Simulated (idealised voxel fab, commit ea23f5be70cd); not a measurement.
You're looking at the process module voxel released beams.
Each square cell in cross-section cut measures 5 nm, and the section as a whole is 290 nm wide.
Cross-section, as written here: a square-cell grid given band by band from the top down, where a band holds one or more rows of cells. Top height, bottom height, nm. Materials left to right, width each, nm. Single material + "edge to edge" = fills band edge to edge. "blank" = empty. Basically, 0 is our baseline, since under it the wafer straight out of the box is all one material. The bottom band has no lower end and keeps on going down, so it looks like "from 0 down". Quick explanation for "30 to 40": the width changes in equal steps down the rows of cells, from the first number in the band's top row to the second number in its bottom row. Take "left unchanged" at face value: in the step it is given for, the cross-section changed in none of its cells. If an empty space has no open way to the top and is at least 8 cells in size, "Completely enclosed voids" lists it, written width x height at distance, where distance is measured from the left edge and every value is in nm. Step line, after settings: the simulator's comment on this step. "overlay nm" answers the question of how far to the right of plan the mask lay on a step that has a mask, and when it is negative the answer is to the left.

The planned process steps are enumerated hereunder:
- 1: RECEIVE with material Si
- 2: CONFORMAL_DEP with material SiN, thk nm 5
- 3: DIRECTIONAL_DEP with material SiO2, thk nm 15
- 4: DIRECTIONAL_DEP with material aC, thk nm 10
- 5: PATTERN with tone open, mask id ANCHOR, material resist, width nm 35, thk nm 25, overlay nm 0
- 6: DIRECTIONAL_ETCH with etch materials aC, depth nm 10
- 7: STRIP with etch materials resist
- 8: DIRECTIONAL_ETCH with etch materials SiO2, depth nm 15
- 9: STRIP with etch materials aC
- 10: CONFORMAL_DEP with material TiN, thk nm 15
- 11: PATTERN with tone cover, mask id BEAM, material resist, width nm 95, thk nm 20, overlay nm 0
- 12: DIRECTIONAL_ETCH with etch materials TiN, depth nm 15
- 13: STRIP with etch materials resist
- 14: STRIP with etch materials SiO2

As-received state of the wafer in cross-section, equivalent to post-step 1:
    from 0 down  Si edge to edge
    Completely enclosed voids: none

End state of the module in cross-section, given the above starting point and plan and one mistake in execution:
    from 35 to 20  blank=85, TiN=30, blank=5, TiN=60, blank=110
    from 20 to 5  blank=100, TiN=35, blank=155
    from 5 to 0  SiN edge to edge
    from 0 down  Si edge to edge
    Completely enclosed voids: none
It is concluded that the wafer was processed incorrectly with respect to the plan, in that step 11: run off-plan, actual operation and settings PATTERN with tone cover, mask id BEAM, material resist, width nm 95, thk nm 20, overlay nm -10
